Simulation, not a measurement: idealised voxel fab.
Process module, titled voxel capacitor over wiring
cross-section cut | 240 nm wide | cells 5 nm
For the purposes of this document, a cross-section shall be understood as a grid of square cells, specified as bands listed in top-to-bottom order, each band consisting of one or more rows of cells.
Look at the band entry: it leads with the top's height and the bottom's height in nm. Then it lists the materials left to right, with a width in nm for each. The word "everywhere" on a single material says that material fills the band edge to edge. The word "empty" is empty space.
Below 0: as-received wafer, all one material; heights counted from there. Lowest band: no bottom, goes on down, written "0 -> down".
A two-number width, for instance "30->40", indicates that the width is equal to the first number in the top row of the band and to the second number in the bottom row, and that it changes by a constant amount per row of cells.
The cross-section has no changed cell in any step marked "nothing altered".
Look at "Fully sealed cavities" for the closed voids: empty spaces with no open path to the top, sized 8 cells or up. Each is width x height at distance, distance from the left edge, all nm.
Past the settings on a step's line: simulator remark, on that step.
overlay nm: where the mask lay relative to plan, measured to the right, on steps with a mask; negatives go left.
The planned process steps are enumerated hereunder
1: RECEIVE: material Si
2: CONFORMAL_DEP: material SiO2, thk nm 15
3: DIRECTIONAL_DEP: material TiN, thk nm 5
4: DIRECTIONAL_DEP: material W, thk nm 15
5: MASKED_ETCH: tone cover, mask id METAL_1, width nm 30, pitch nm 90, etch materials W, depth nm 15, overlay nm 0
6: MASKED_ETCH: tone cover, mask id METAL_1, width nm 30, pitch nm 90, etch materials TiN, depth nm 5, overlay nm 0
7: FILL_DEP: material SiO2, thk nm 10
8: CMP: height nm 35
9: CONFORMAL_DEP: material SiCN, thk nm 5
10: DIRECTIONAL_DEP: material lowk, thk nm 20
11: PATTERN: tone open, mask id PLUG_1, material resist, width nm 15, thk nm 20, overlay nm 0
12: DIRECTIONAL_ETCH: etch materials lowk, depth nm 20
13: DIRECTIONAL_ETCH: etch materials SiCN, depth nm 5
14: STRIP: etch materials resist
15: EPI: material Ru, thk nm 10
16: EPI: material Ru, thk nm 10
17: EPI: material Ru, thk nm 5
18: DIRECTIONAL_DEP: material TiN, thk nm 5
19: DIRECTIONAL_DEP: material SiN, thk nm 5
20: DIRECTIONAL_DEP: material TiN, thk nm 10
21: PATTERN: tone cover, mask id UPPER_PLATE, material resist, width nm 65, thk nm 15, overlay nm 0
22: DIRECTIONAL_ETCH: etch materials TiN, depth nm 10
23: DIRECTIONAL_ETCH: etch materials SiN, depth nm 5
24: STRIP: etch materials resist
25: MASKED_ETCH: tone cover, mask id LOWER_PLATE, width nm 75, etch materials TiN, depth nm 5, overlay nm 0
26: FILL_DEP: material SiO2, thk nm 15
27: CMP: height nm 90
28: DIRECTIONAL_DEP: material aC, thk nm 10
29: PATTERN: tone open, mask id PLUG_2, material resist, width nm 15, thk nm 25, overlay nm 0
30: DIRECTIONAL_ETCH: etch materials aC, depth nm 10
31: STRIP: etch materials resist
32: DIRECTIONAL_ETCH: etch materials SiO2, depth nm 10
33: STRIP: etch materials aC
34: CONFORMAL_DEP: material TiN, thk nm 5
35: FILL_DEP: material Ru, thk nm 5
36: CMP: height nm 90
37: CONFORMAL_DEP: material SiN, thk nm 5
First of two wafers - as planned
Wafer cross-section on receipt, i.e. after step 1
- 0 -> down  Si everywhere
- Fully sealed cavities: none
After step 2, in cross-section
- 15 -> 0  SiO2 everywhere
- Below 0, the layers are the same as they were.
After step 3, in cross-section
- 20 -> 15  TiN everywhere
- Below 15, the layers are the same as they were.
After step 4, in cross-section
- 35 -> 20  W everywhere
- Below 20, the layers are the same as they were.
After step 5, in cross-section
- 35 -> 20  empty 60 nm / W 30 nm / empty 60 nm / W 30 nm / empty 60 nm
- Below 20, the layers are the same as they were.
After step 6, in cross-section
- 35 -> 20  empty 60 nm / W 30 nm / empty 60 nm / W 30 nm / empty 60 nm
- 20 -> 15  empty 60 nm / TiN 30 nm / empty 60 nm / TiN 30 nm / empty 60 nm
- Below 15, the layers are the same as they were.
After step 7, in cross-section
- 45 -> 35  SiO2 everywhere
- 35 -> 20  SiO2 60 nm / W 30 nm / SiO2 60 nm / W 30 nm / SiO2 60 nm
- 20 -> 15  SiO2 60 nm / TiN 30 nm / SiO2 60 nm / TiN 30 nm / SiO2 60 nm
- Below 15, the layers are the same as they were.
After step 8, in cross-section
- 35 -> 20  SiO2 60 nm / W 30 nm / SiO2 60 nm / W 30 nm / SiO2 60 nm
- Below 20, the layers are the same as they were.
After step 9, in cross-section
- 40 -> 35  SiCN everywhere
- Below 35, the layers are the same as they were.
After step 10, in cross-section
- 60 -> 40  lowk everywhere
- Below 40, the layers are the same as they were.
After step 11, in cross-section
- 80 -> 60  resist 75 nm / empty 15 nm / resist 150 nm
- Below 60, the layers are the same as they were.
After step 12, in cross-section
- 80 -> 60  resist 75 nm / empty 15 nm / resist 150 nm
- 60 -> 40  lowk 75 nm / empty 15 nm / lowk 150 nm
- Below 40, the layers are the same as they were.
After step 13, in cross-section
- 80 -> 60  resist 75 nm / empty 15 nm / resist 150 nm
- 60 -> 40  lowk 75 nm / empty 15 nm / lowk 150 nm
- 40 -> 35  SiCN 75 nm / empty 15 nm / SiCN 150 nm
- Below 35, the layers are the same as they were.
After step 14, in cross-section
- 60 -> 40  lowk 75 nm / empty 15 nm / lowk 150 nm
- Below 40, the layers are the same as they were.
After step 15, in cross-section
- 60 -> 45  lowk 75 nm / empty 15 nm / lowk 150 nm
- 45 -> 40  lowk 75 nm / Ru 15 nm / lowk 150 nm
- 40 -> 35  SiCN 75 nm / Ru 15 nm / SiCN 150 nm
- Below 35, the layers are the same as they were.
After step 16, in cross-section
- 60 -> 55  lowk 75 nm / empty 15 nm / lowk 150 nm
- 55 -> 40  lowk 75 nm / Ru 15 nm / lowk 150 nm
- Below 40, the layers are the same as they were.
After step 17, in cross-section
- 60 -> 40  lowk 75 nm / Ru 15 nm / lowk 150 nm
- Below 40, the layers are the same as they were.
After step 18, in cross-section
- 65 -> 60  TiN everywhere
- Below 60, the layers are the same as they were.
After step 19, in cross-section
- 70 -> 65  SiN everywhere
- Below 65, the layers are the same as they were.
After step 20, in cross-section
- 80 -> 70  TiN everywhere
- Below 70, the layers are the same as they were.
After step 21, in cross-section
- 95 -> 80  empty 75 nm / resist 65 nm / empty 100 nm
- Below 80, the layers are the same as they were.
After step 22, in cross-section
- 95 -> 80  empty 75 nm / resist 65 nm / empty 100 nm
- 80 -> 70  empty 75 nm / TiN 65 nm / empty 100 nm
- Below 70, the layers are the same as they were.
After step 23, in cross-section
- 95 -> 80  empty 75 nm / resist 65 nm / empty 100 nm
- 80 -> 70  empty 75 nm / TiN 65 nm / empty 100 nm
- 70 -> 65  empty 75 nm / SiN 65 nm / empty 100 nm
- Below 65, the layers are the same as they were.
After step 24, in cross-section
- 80 -> 70  empty 75 nm / TiN 65 nm / empty 100 nm
- Below 70, the layers are the same as they were.
After step 25, in cross-section
- 80 -> 70  empty 75 nm / TiN 65 nm / empty 100 nm
- 70 -> 65  empty 75 nm / SiN 65 nm / empty 100 nm
- 65 -> 60  empty 70 nm / TiN 75 nm / empty 95 nm
- Below 60, the layers are the same as they were.
After step 26, in cross-section
- 95 -> 80  SiO2 everywhere
- 80 -> 70  SiO2 75 nm / TiN 65 nm / SiO2 100 nm
- 70 -> 65  SiO2 75 nm / SiN 65 nm / SiO2 100 nm
- 65 -> 60  SiO2 70 nm / TiN 75 nm / SiO2 95 nm
- Below 60, the layers are the same as they were.
After step 27, in cross-section
- 90 -> 80  SiO2 everywhere
- Below 80, the layers are the same as they were.
After step 28, in cross-section
- 100 -> 90  aC everywhere
- Below 90, the layers are the same as they were.
After step 29, in cross-section
- 125 -> 100  resist 85 nm / empty 15 nm / resist 140 nm
- Below 100, the layers are the same as they were.
After step 30, in cross-section
- 115 -> 100  resist 85 nm / empty 15 nm / resist 140 nm
- 100 -> 90  aC 85 nm / empty 15 nm / aC 140 nm
- Below 90, the layers are the same as they were.
After step 31, in cross-section
- 100 -> 90  aC 85 nm / empty 15 nm / aC 140 nm
- Below 90, the layers are the same as they were.
After step 32, in cross-section
- 100 -> 90  aC 85 nm / empty 15 nm / aC 140 nm
- 90 -> 80  SiO2 85 nm / empty 15 nm / SiO2 140 nm
- Below 80, the layers are the same as they were.
After step 33, in cross-section
- 90 -> 80  SiO2 85 nm / empty 15 nm / SiO2 140 nm
- Below 80, the layers are the same as they were.
After step 34, in cross-section
- 95 -> 90  TiN 90 nm / empty 5 nm / TiN 145 nm
- 90 -> 85  SiO2 85 nm / TiN 5 nm / empty 5 nm / TiN 5 nm / SiO2 140 nm
- 85 -> 80  SiO2 85 nm / TiN 15 nm / SiO2 140 nm
- Below 80, the layers are the same as they were.
After step 35, in cross-section
- 100 -> 95  Ru everywhere
- 95 -> 90  TiN 90 nm / Ru 5 nm / TiN 145 nm
- 90 -> 85  SiO2 85 nm / TiN 5 nm / Ru 5 nm / TiN 5 nm / SiO2 140 nm
- Below 85, the layers are the same as they were.
After step 36, in cross-section
- 90 -> 85  SiO2 85 nm / TiN 5 nm / Ru 5 nm / TiN 5 nm / SiO2 140 nm
- Below 85, the layers are the same as they were.
After step 37, in cross-section
- 95 -> 90  SiN everywhere
- Below 90, the layers are the same as they were.
What follows concerns the second wafer, which started out like the first and was meant to follow the very same plan; one mistake crept in when it was run, but everything up to and including step 8 is the same as for the first wafer
Second wafer, cross-section, planned end of step 9
- 55 -> 35  lowk everywhere
- Below 35, the layers are the same as they were.
Second wafer, cross-section, planned end of step 10
- 60 -> 55  SiCN everywhere
- Below 55, the layers are the same as they were.
Second wafer, cross-section, planned end of step 11
- 80 -> 60  resist 75 nm / empty 15 nm / resist 150 nm
- Below 60, the layers are the same as they were.
Second wafer, cross-section, planned end of step 12: nothing altered
Second wafer, cross-section, planned end of step 13
- 80 -> 60  resist 75 nm / empty 15 nm / resist 150 nm
- 60 -> 55  SiCN 75 nm / empty 15 nm / SiCN 150 nm
- Below 55, the layers are the same as they were.
Second wafer, cross-section, planned end of step 14
- 60 -> 55  SiCN 75 nm / empty 15 nm / SiCN 150 nm
- Below 55, the layers are the same as they were.
Second wafer, cross-section, planned end of step 15: nothing altered
Second wafer, cross-section, planned end of step 16: nothing altered
Second wafer, cross-section, planned end of step 17: nothing altered
Second wafer, cross-section, planned end of step 18
- 65 -> 60  TiN 75 nm / empty 15 nm / TiN 150 nm
- 60 -> 55  SiCN 75 nm / TiN 15 nm / SiCN 150 nm
- Below 55, the layers are the same as they were.
Second wafer, cross-section, planned end of step 19
- 70 -> 65  SiN 75 nm / empty 15 nm / SiN 150 nm
- 65 -> 60  TiN 75 nm / SiN 15 nm / TiN 150 nm
- Below 60, the layers are the same as they were.
Second wafer, cross-section, planned end of step 20
- 80 -> 75  TiN 75 nm / empty 15 nm / TiN 150 nm
- 75 -> 70  TiN everywhere
- 70 -> 65  SiN 75 nm / TiN 15 nm / SiN 150 nm
- Below 65, the layers are the same as they were.
Second wafer, cross-section, planned end of step 21
- 95 -> 80  empty 75 nm / resist 65 nm / empty 100 nm
- 80 -> 75  TiN 75 nm / resist 15 nm / TiN 150 nm
- Below 75, the layers are the same as they were.
Second wafer, cross-section, planned end of step 22
- 95 -> 80  empty 75 nm / resist 65 nm / empty 100 nm
- 80 -> 75  empty 75 nm / resist 15 nm / TiN 50 nm / empty 100 nm
- 75 -> 70  empty 75 nm / TiN 65 nm / empty 100 nm
- Below 70, the layers are the same as they were.
Second wafer, cross-section, planned end of step 23
- 95 -> 80  empty 75 nm / resist 65 nm / empty 100 nm
- 80 -> 75  empty 75 nm / resist 15 nm / TiN 50 nm / empty 100 nm
- 75 -> 70  empty 75 nm / TiN 65 nm / empty 100 nm
- 70 -> 65  empty 75 nm / TiN 15 nm / SiN 50 nm / empty 100 nm
- Below 65, the layers are the same as they were.
Second wafer, cross-section, planned end of step 24
- 80 -> 70  empty 90->75 nm / TiN 50->65 nm / empty 100 nm
- Below 70, the layers are the same as they were.
Second wafer, cross-section, planned end of step 25
- 80 -> 70  empty 90->75 nm / TiN 50->65 nm / empty 100 nm
- 70 -> 65  empty 75 nm / TiN 15 nm / SiN 50 nm / empty 100 nm
- 65 -> 60  empty 70 nm / TiN 5 nm / SiN 15 nm / TiN 55 nm / empty 95 nm
- Below 60, the layers are the same as they were.
Second wafer, cross-section, planned end of step 26
- 95 -> 80  SiO2 everywhere
- 80 -> 70  SiO2 90->75 nm / TiN 50->65 nm / SiO2 100 nm
- 70 -> 65  SiO2 75 nm / TiN 15 nm / SiN 50 nm / SiO2 100 nm
- 65 -> 60  SiO2 70 nm / TiN 5 nm / SiN 15 nm / TiN 55 nm / SiO2 95 nm
- Below 60, the layers are the same as they were.
Second wafer, cross-section, planned end of step 27
- 90 -> 80  SiO2 everywhere
- Below 80, the layers are the same as they were.
Second wafer, cross-section, planned end of step 28
- 100 -> 90  aC everywhere
- Below 90, the layers are the same as they were.
Second wafer, cross-section, planned end of step 29
- 125 -> 100  resist 85 nm / empty 15 nm / resist 140 nm
- Below 100, the layers are the same as they were.
Second wafer, cross-section, planned end of step 30
- 115 -> 100  resist 85 nm / empty 15 nm / resist 140 nm
- 100 -> 90  aC 85 nm / empty 15 nm / aC 140 nm
- Below 90, the layers are the same as they were.
Second wafer, cross-section, planned end of step 31
- 100 -> 90  aC 85 nm / empty 15 nm / aC 140 nm
- Below 90, the layers are the same as they were.
Second wafer, cross-section, planned end of step 32
- 100 -> 90  aC 85 nm / empty 15 nm / aC 140 nm
- 90 -> 80  SiO2 85 nm / empty 15 nm / SiO2 140 nm
- Below 80, the layers are the same as they were.
Second wafer, cross-section, planned end of step 33
- 90 -> 80  SiO2 85 nm / empty 15 nm / SiO2 140 nm
- Below 80, the layers are the same as they were.
Second wafer, cross-section, planned end of step 34
- 95 -> 90  TiN 90 nm / empty 5 nm / TiN 145 nm
- 90 -> 85  SiO2 85 nm / TiN 5 nm / empty 5 nm / TiN 5 nm / SiO2 140 nm
- 85 -> 75  SiO2 85->90 nm / TiN 15->50 nm / SiO2 140->100 nm
- Below 75, the layers are the same as they were.
Second wafer, cross-section, planned end of step 35
- 100 -> 95  Ru everywhere
- 95 -> 90  TiN 90 nm / Ru 5 nm / TiN 145 nm
- 90 -> 85  SiO2 85 nm / TiN 5 nm / Ru 5 nm / TiN 5 nm / SiO2 140 nm
- Below 85, the layers are the same as they were.
Second wafer, cross-section, planned end of step 36
- 90 -> 85  SiO2 85 nm / TiN 5 nm / Ru 5 nm / TiN 5 nm / SiO2 140 nm
- Below 85, the layers are the same as they were.
Second wafer, cross-section, planned end of step 37
- 95 -> 90  SiN everywhere
- Below 90, the layers are the same as they were.
Deviation noted in wafer processing: steps 9 and 10 of the plan were run in the wrong order, each in the other's place
Materials where the second wafer ends with more or fewer cells than the first: 15 fewer of Ru; 3 more of SiO2; 12 more of lowk
